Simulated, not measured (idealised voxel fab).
process module | voxel trench capacitor
cross-section cut | 175 nm wide | cells 5 nm
A cross-section is a grid of square cells, given in bands from the top down. A band is one or more rows of cells.
Each band's line starts with the height of the band's top and of its bottom, in nm. Then come its materials from left to right, each with its width in nm. One material with "throughout" fills the band from edge to edge. "air" is empty space.
Height 0 is the level under which the wafer as received is all one material. The lowest band goes on downwards, as in "0 down".
A width such as "30 to 40" changes by the same amount from each row of cells to the next, from the band's top row to its bottom row.
"no change" after a step means that no cell of the cross-section changed.
closed voids: empty space of 8 cells or more with no open way to the top, each as width x height at its distance from the left edge, in nm
after a step's settings: what the simulator itself notes on the step
overlay nm, on a step with a mask: how far to the right of its planned place the mask lay; to the left if negative
plan
1 op RECEIVE | material Si
2 op CONFORMAL_DEP | material SiN | thk nm 10
3 op DIRECTIONAL_DEP | material aC | thk nm 15
4 op PATTERN | tone open | mask id TRENCH | material resist | width nm 25 | pitch nm 55 | thk nm 35 | overlay nm 0
5 op DIRECTIONAL_ETCH | etch materials aC | depth nm 15
6 op STRIP | etch materials resist
7 op DIRECTIONAL_ETCH | etch materials SiN | depth nm 10
8 op DIRECTIONAL_ETCH | etch materials Si | depth nm 25
9 op STRIP | etch materials aC
10 op CONFORMAL_DEP | material Al2O3 | thk nm 5
11 op CONFORMAL_DEP | material TiN | thk nm 5
12 op FILL_DEP | material W | thk nm 10
13 op CMP | height nm 10
as received, after step 1
  0 down: Si throughout
  closed voids: none
a wafer at the end: this start, this plan, one mistake
  10 to 0: SiN 45 | Al2O3 5 | TiN 5 | W 5 | TiN 5 | Al2O3 5 | SiN 30 | Al2O3 5 | TiN 5 | W 5 | TiN 5 | Al2O3 5 | SiN 50
  0 to -20: Si 45 | Al2O3 5 | TiN 5 | W 5 | TiN 5 | Al2O3 5 | Si 30 | Al2O3 5 | TiN 5 | W 5 | TiN 5 | Al2O3 5 | Si 50
  -20 to -25: Si 45 | Al2O3 5 | TiN 15 | Al2O3 5 | Si 30 | Al2O3 5 | TiN 15 | Al2O3 5 | Si 50
  -25 to -30: Si 45 | Al2O3 25 | Si 30 | Al2O3 25 | Si 50
  -30 down: Si throughout
  closed voids: none
what went wrong: step 8 ran as: op DIRECTIONAL_ETCH | etch materials Si | depth nm 30
